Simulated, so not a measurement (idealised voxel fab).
Herein follows the process module entitled voxel gate over fins.
Square cells of 5 nm make up the cross-section cut, whose width is 225 nm.
Reading order for cross-sections: top band down to bottom band. Underlying form: a grid of square cells. Band size: one or more rows of cells. Look at the band entry: it leads with the top's height and the bottom's height in nm. Then it lists the materials left to right, with a width in nm for each. The word "full width" on a single material says that material fills the band edge to edge. The word "air" is empty space. All heights in this document are referenced to 0, defined as the level beneath which the wafer, as received, consists entirely of one material. The lowest band is not bounded below; it extends indefinitely downward and is written in the form "0 and below". It should be noted that a width expressed as "30 to 40" varies in equal increments from row to row of cells within the band, taking the value of the first number at the top row and that of the second number at the bottom row. The cross-section has no changed cell in any step marked "no modification". Any empty space of 8 cells or more lacking an open way to the top shows up in "Cavities, sealed" as width x height at distance, distance from the left edge, in nm. Formally, on a step line, whatever follows the settings is a remark that the simulator itself makes on the step. For masked steps, "overlay nm" on the step line gives how far right of plan the mask actually lay; a minus sign means it lay to the left.
[This section lists the process steps that were planned]
- 1: op RECEIVE | material Si
- 2: op CONFORMAL_DEP | material SiN | thk nm 5
- 3: op PATTERN | tone cover | mask id FINS | material resist | width nm 15 | pitch nm 45 | thk nm 15 | overlay nm 0
- 4: op DIRECTIONAL_ETCH | etch materials SiN | depth nm 5
- 5: op DIRECTIONAL_ETCH | etch materials Si | depth nm 30
- 6: op STRIP | etch materials resist
- 7: op OXIDIZE | depth nm 5
- 8: op FILL_DEP | material SiO2 | thk nm 10
- 9: op CMP | height nm 5
- 10: op SELECTIVE_ETCH | etch materials SiO2 | depth nm 20
- 11: op STRIP | etch materials SiN
- 12: op CONFORMAL_DEP | material HfO2 | thk nm 5
- 13: op CONFORMAL_DEP | material TiN | thk nm 5
- 14: op CONFORMAL_DEP | material TiAl | thk nm 5
- 15: op CONFORMAL_DEP | material TiN | thk nm 5
- 16: op FILL_DEP | material W | thk nm 15
- 17: op CMP | height nm 30
- 18: op CONFORMAL_DEP | material SiCN | thk nm 5
[as received, after step 1]
* 0 and below | Si full width
* Cavities, sealed: none
[Wafer cross-section at module end: first of two, run to plan]
* 35 down to 30 | SiCN full width
* 30 down to 20 | W full width
* 20 down to 15 | 20 of W | 180 of TiN | 25 of W
* 15 down to 10 | 20 of W | 5 of TiN | 35 of TiAl | 10 of TiN | 35 of TiAl | 10 of TiN | 35 of TiAl | 10 of TiN | 35 of TiAl | 5 of TiN | 25 of W
* 10 down to 5 | 20 of W | 5 of TiN | 5 of TiAl | 25 of TiN | 5 of TiAl | 10 of TiN | 5 of TiAl | 25 of TiN | 5 of TiAl | 10 of TiN | 5 of TiAl | 25 of TiN | 5 of TiAl | 10 of TiN | 5 of TiAl | 25 of TiN | 5 of TiAl | 5 of TiN | 25 of W
* 5 down to 0 | 25 of TiN | 5 of TiAl | 5 of TiN | 15 of HfO2 | 5 of TiN | 5 of TiAl | 10 of TiN | 5 of TiAl | 5 of TiN | 15 of HfO2 | 5 of TiN | 5 of TiAl | 10 of TiN | 5 of TiAl | 5 of TiN | 15 of HfO2 | 5 of TiN | 5 of TiAl | 10 of TiN | 5 of TiAl | 5 of TiN | 15 of HfO2 | 5 of TiN | 5 of TiAl | 30 of TiN
* 0 down to -5 | 30 of TiAl | 5 of TiN | 5 of HfO2 | 5 of Si | 5 of HfO2 | 5 of TiN | 20 of TiAl | 5 of TiN | 5 of HfO2 | 5 of Si | 5 of HfO2 | 5 of TiN | 20 of TiAl | 5 of TiN | 5 of HfO2 | 5 of Si | 5 of HfO2 | 5 of TiN | 20 of TiAl | 5 of TiN | 5 of HfO2 | 5 of Si | 5 of HfO2 | 5 of TiN | 35 of TiAl
* -5 down to -10 | 35 of TiN | 5 of HfO2 | 5 of Si | 5 of HfO2 | 30 of TiN | 5 of HfO2 | 5 of Si | 5 of HfO2 | 30 of TiN | 5 of HfO2 | 5 of Si | 5 of HfO2 | 30 of TiN | 5 of HfO2 | 5 of Si | 5 of HfO2 | 40 of TiN
* -10 down to -15 | 40 of HfO2 | 5 of Si | 40 of HfO2 | 5 of Si | 40 of HfO2 | 5 of Si | 40 of HfO2 | 5 of Si | 45 of HfO2
* -15 down to -35 | 40 of SiO2 | 5 of Si | 40 of SiO2 | 5 of Si | 40 of SiO2 | 5 of Si | 40 of SiO2 | 5 of Si | 45 of SiO2
* -35 and below | Si full width
* Cavities, sealed: none
[Module end: cross-section of wafer two of two. Same start and process plan as the first wafer. One mistake during execution]
* 35 down to 30 | SiCN full width
* 30 down to 20 | W full width
* 20 down to 15 | 15 of W | 190 of TiN | 20 of W
* 15 down to 10 | 15 of W | 5 of TiN | 180 of TiAl | 5 of TiN | 20 of W
* 10 down to 5 | 15 of W | 5 of TiN | 5 of TiAl | 35 of TiN | 10 of TiAl | 35 of TiN | 10 of TiAl | 35 of TiN | 10 of TiAl | 35 of TiN | 5 of TiAl | 5 of TiN | 20 of W
* 5 down to 0 | 20 of TiN | 5 of TiAl | 5 of TiN | 25 of HfO2 | 5 of TiN | 10 of TiAl | 5 of TiN | 25 of HfO2 | 5 of TiN | 10 of TiAl | 5 of TiN | 25 of HfO2 | 5 of TiN | 10 of TiAl | 5 of TiN | 25 of HfO2 | 5 of TiN | 5 of TiAl | 25 of TiN
* 0 down to -5 | 25 of TiAl | 5 of TiN | 5 of HfO2 | 15 of Si | 5 of HfO2 | 5 of TiN | 10 of TiAl | 5 of TiN | 5 of HfO2 | 15 of Si | 5 of HfO2 | 5 of TiN | 10 of TiAl | 5 of TiN | 5 of HfO2 | 15 of Si | 5 of HfO2 | 5 of TiN | 10 of TiAl | 5 of TiN | 5 of HfO2 | 15 of Si | 5 of HfO2 | 5 of TiN | 30 of TiAl
* -5 down to -10 | 30 of TiN | 5 of HfO2 | 15 of Si | 5 of HfO2 | 20 of TiN | 5 of HfO2 | 15 of Si | 5 of HfO2 | 20 of TiN | 5 of HfO2 | 15 of Si | 5 of HfO2 | 20 of TiN | 5 of HfO2 | 15 of Si | 5 of HfO2 | 35 of TiN
* -10 down to -15 | 35 of HfO2 | 15 of Si | 30 of HfO2 | 15 of Si | 30 of HfO2 | 15 of Si | 30 of HfO2 | 15 of Si | 40 of HfO2
* -15 down to -35 | 35 of SiO2 | 15 of Si | 30 of SiO2 | 15 of Si | 30 of SiO2 | 15 of Si | 30 of SiO2 | 15 of Si | 40 of SiO2
* -35 and below | Si full width
* Cavities, sealed: none
What was done differently from what was planned? note that step 3 departed from the planned setting and was carried out as op PATTERN | tone cover | mask id FINS | material resist | width nm 25 | pitch nm 45 | thk nm 15 | overlay nm 0
Final comparison by cell count, materials where the second wafer has more or fewer than the first: Si +56 | SiO2 -32 | TiN -18 | W -6
